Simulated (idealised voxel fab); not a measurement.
Process module heading - voxel air gaps
The figure presents cross-section cut, which has a width of 290 nm and is divided into square cells with an edge length of 5 nm.
The cross-sections in this document take the form of a grid made of square cells. They are written out as bands, in order from top to bottom. Each band consists of one or more rows of cells.
Band: top and bottom heights (nm) first, top before bottom; then materials from left to right, widths in nm. "everywhere" marks a sole material filling the band edge to edge. "empty" denotes empty space.
Height 0 is the level under which the wafer as received is all one material. The lowest band goes on downwards, as in "top 0, no bottom".
It should be noted that a width expressed as "30..40" varies in equal increments from row to row of cells within the band, taking the value of the first number at the top row and that of the second number at the bottom row.
For the purposes of this document, the phrase "no modifications" attached to a step denotes that no cell within the cross-section was modified by that step.
So "Enclosed void listing" is basically the list of trapped voids: any empty space of 8 cells or more that can't reach the top through an opening. They're written width x height at distance, the distance being from the left edge, and it's all nm.
Read whatever lies past the settings on a step's line as the simulator's own remark about the step.
overlay nm, on a step with a mask: how far to the right of its planned place the mask lay; to the left if negative
### So here's the lineup of process steps we planned
step 1: RECEIVE [material Si]
step 2: CONFORMAL_DEP [material SiO2] [thk nm 15]
step 3: CONFORMAL_DEP [material SiN] [thk nm 5]
step 4: DIRECTIONAL_DEP [material lowk] [thk nm 35]
step 5: MASKED_ETCH [tone open] [mask id LINES] [width nm 20] [pitch nm 50] [etch materials lowk] [depth nm 35] [overlay nm 0]
step 6: CONFORMAL_DEP [material TiN] [thk nm 5]
step 7: FILL_DEP [material Cu] [thk nm 10]
step 8: CMP [height nm 55]
step 9: EPI [material Ru] [thk nm 10]
step 10: SELECTIVE_ETCH [etch materials lowk] [depth nm 45]
step 11: CONFORMAL_DEP [material SiCN] [thk nm 5]
### So this is the incoming wafer in cross-section - it's already been through step 1
	top 0, no bottom: Si everywhere
	Enclosed void listing: none
### The first of two wafers, cross-sectioned at the end of the module, with the run proceeding as planned
	top 70, bottom 65: 45 of empty, then 200 of SiCN, then 45 of empty
	top 65, bottom 55: 45 of empty, then 5 of SiCN, then 40 of Ru, then 10 of SiCN, then 40 of Ru, then 10 of SiCN, then 40 of Ru, then 10 of SiCN, then 40 of Ru, then 5 of SiCN, then 45 of empty
	top 55, bottom 50: 45 of empty, then 15 of SiCN, then 5 of TiN, then 10 of Cu, then 5 of TiN, then 30 of SiCN, then 5 of TiN, then 10 of Cu, then 5 of TiN, then 30 of SiCN, then 5 of TiN, then 10 of Cu, then 5 of TiN, then 30 of SiCN, then 5 of TiN, then 10 of Cu, then 5 of TiN, then 15 of SiCN, then 45 of empty
	top 50, bottom 25: 55 of empty, then 5 of SiCN, then 5 of TiN, then 10 of Cu, then 5 of TiN, then 5 of SiCN, then 20 of empty, then 5 of SiCN, then 5 of TiN, then 10 of Cu, then 5 of TiN, then 5 of SiCN, then 20 of empty, then 5 of SiCN, then 5 of TiN, then 10 of Cu, then 5 of TiN, then 5 of SiCN, then 20 of empty, then 5 of SiCN, then 5 of TiN, then 10 of Cu, then 5 of TiN, then 5 of SiCN, then 55 of empty
	top 25, bottom 20: 60 of SiCN, then 20 of TiN, then 30 of SiCN, then 20 of TiN, then 30 of SiCN, then 20 of TiN, then 30 of SiCN, then 20 of TiN, then 60 of SiCN
	top 20, bottom 15: SiN everywhere
	top 15, bottom 0: SiO2 everywhere
	top 0, no bottom: Si everywhere
	Enclosed void listing: 20 x 25 at 85; 20 x 25 at 135; 20 x 25 at 185
### Second of two wafers, module complete, sectioned: it shares the first wafer's start and plan but was run with one mistake
	top 70, bottom 65: SiCN everywhere
	top 65, bottom 55: Ru everywhere
	top 55, bottom 25: 55 of Cu, then 5 of TiN, then 20 of lowk, then 5 of TiN, then 20 of Cu, then 5 of TiN, then 20 of lowk, then 5 of TiN, then 20 of Cu, then 5 of TiN, then 20 of lowk, then 5 of TiN, then 20 of Cu, then 5 of TiN, then 20 of lowk, then 5 of TiN, then 55 of Cu
	top 25, bottom 20: 60 of TiN, then 20 of lowk, then 30 of TiN, then 20 of lowk, then 30 of TiN, then 20 of lowk, then 30 of TiN, then 20 of lowk, then 60 of TiN
	top 20, bottom 15: SiN everywhere
	top 15, bottom 0: SiO2 everywhere
	top 0, no bottom: Si everywhere
	Enclosed void listing: none
Finding, execution versus plan: in deviation from the planned setting, step 5 was conducted as MASKED_ETCH [tone cover] [mask id LINES] [width nm 20] [pitch nm 50] [etch materials lowk] [depth nm 35] [overlay nm 0]
Per the end-of-run cell counts, the second wafer holds more or fewer of some materials than the first: +156 Cu, +52 Ru, -104 SiCN, +26 TiN, +112 lowk
Final closed voids: first wafer 3, second wafer 0.
